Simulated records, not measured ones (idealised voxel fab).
process module | voxel tone inversion
cross-section cut | 180 nm wide | cells 5 nm
A cross-section is a grid of square cells, given in bands from the top down. A band is one or more rows of cells.
Each band's line starts with the height of the band's top and of its bottom, in nm. Then come its materials from left to right, each with its width in nm. One material with "throughout" fills the band from edge to edge. "air" is empty space.
Height 0 is the level under which the wafer as received is all one material. The lowest band goes on downwards, as in "0 down".
A width such as "30 to 40" changes by the same amount from each row of cells to the next, from the band's top row to its bottom row.
"no change" after a step means that no cell of the cross-section changed.
closed voids: empty space of 8 cells or more with no open way to the top, each as width x height at its distance from the left edge, in nm
after a step's settings: what the simulator itself notes on the step
overlay nm, on a step with a mask: how far to the right of its planned place the mask lay; to the left if negative
plan
1 op RECEIVE | material Si
2 op CONFORMAL_DEP | material SiN | thk nm 5
3 op DIRECTIONAL_DEP | material aC | thk nm 15
4 op PATTERN | tone cover | mask id POSTS | material resist | width nm 20 | pitch nm 35 | thk nm 25 | overlay nm 0
5 op DIRECTIONAL_ETCH | etch materials aC | depth nm 15
6 op STRIP | etch materials resist
7 op FILL_DEP | material SiO2 | thk nm 5
8 op CMP | height nm 20
9 op STRIP | etch materials aC
as received, after step 1
  0 down: Si throughout
  closed voids: none
first wafer at the end, as planned
  20 to 5: SiO2 45 | air 20 | SiO2 15 | air 20 | SiO2 15 | air 20 | SiO2 45
  5 to 0: SiN throughout
  0 down: Si throughout
  closed voids: none
second wafer at the end: like start, like plan, one mistake
  20 to 5: SiO2 50 | air 15 | SiO2 20 | air 15 | SiO2 20 | air 15 | SiO2 45
  5 to 0: SiN throughout
  0 down: Si throughout
  closed voids: none
what went wrong: step 4 ran as: op PATTERN | tone cover | mask id POSTS | material resist | width nm 15 | pitch nm 35 | thk nm 25 | overlay nm 0
at the end the second wafer has, in cells: 9 more of SiO2
